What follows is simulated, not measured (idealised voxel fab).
Herein follows the process module entitled voxel released beams.
Pictured: cross-section cut, 275 nm wide, on a grid of 5 nm square cells.
In this document a cross-section is written as a grid of square cells. It is given as a series of bands, listed from the top down, and a band is one or more rows of cells.
Per band: top height and bottom height in nm, followed by the left-to-right materials and their widths in nm; "all across" marks a single material spanning edge to edge, "air" marks empty space.
Ref level 0: as-received wafer is one material below here. Bottom band extends down with no lower bound ("0 nm and below").
A width given as "30->40" starts at the first number in the band's top row and ends at the second number in its bottom row, shifting by an equal amount at every step from row to row.
Given "no modification" for a step, no cell of the cross-section differs between before and after that step.
"Enclosed cavities" specifies each empty space that is not open to the top and that occupies no fewer than 8 cells, using the form width x height at distance, the distance measured from the left edge and all three quantities in nm.
What comes after the settings on a step's line is commentary from the simulator itself on that step.
The "overlay nm" setting may appear on a step's line; for a step that uses a mask, it gives how far to the right of its planned position the mask lay, and a negative value indicates the left.
# Listed below are the process steps as planned
step 1: RECEIVE (material Si)
step 2: CONFORMAL_DEP (material Al2O3; thk nm 10)
step 3: DIRECTIONAL_DEP (material SiO2; thk nm 15)
step 4: MASKED_ETCH (tone open; mask id ANCHOR; width nm 25; etch materials SiO2; depth nm 15; overlay nm 0)
step 5: CONFORMAL_DEP (material SiN; thk nm 10)
step 6: MASKED_ETCH (tone cover; mask id BEAM; width nm 105; etch materials SiN; depth nm 10; overlay nm 0)
step 7: STRIP (etch materials SiO2)
# As received (post step 1): cross-section
0 nm and below  Si all across
Enclosed cavities: none
# End state of the module in cross-section, given the above starting point and plan and one mistake in execution
35 nm to 25 nm  80 of air, then 105 of SiN, then 90 of air
25 nm to 15 nm  Al2O3 all across
15 nm to 0 nm  SiO2 all across
0 nm and below  Si all across
Enclosed cavities: none
What was the processing mistake? step 3 occupied the plan position of step 2, and the converse holds as well
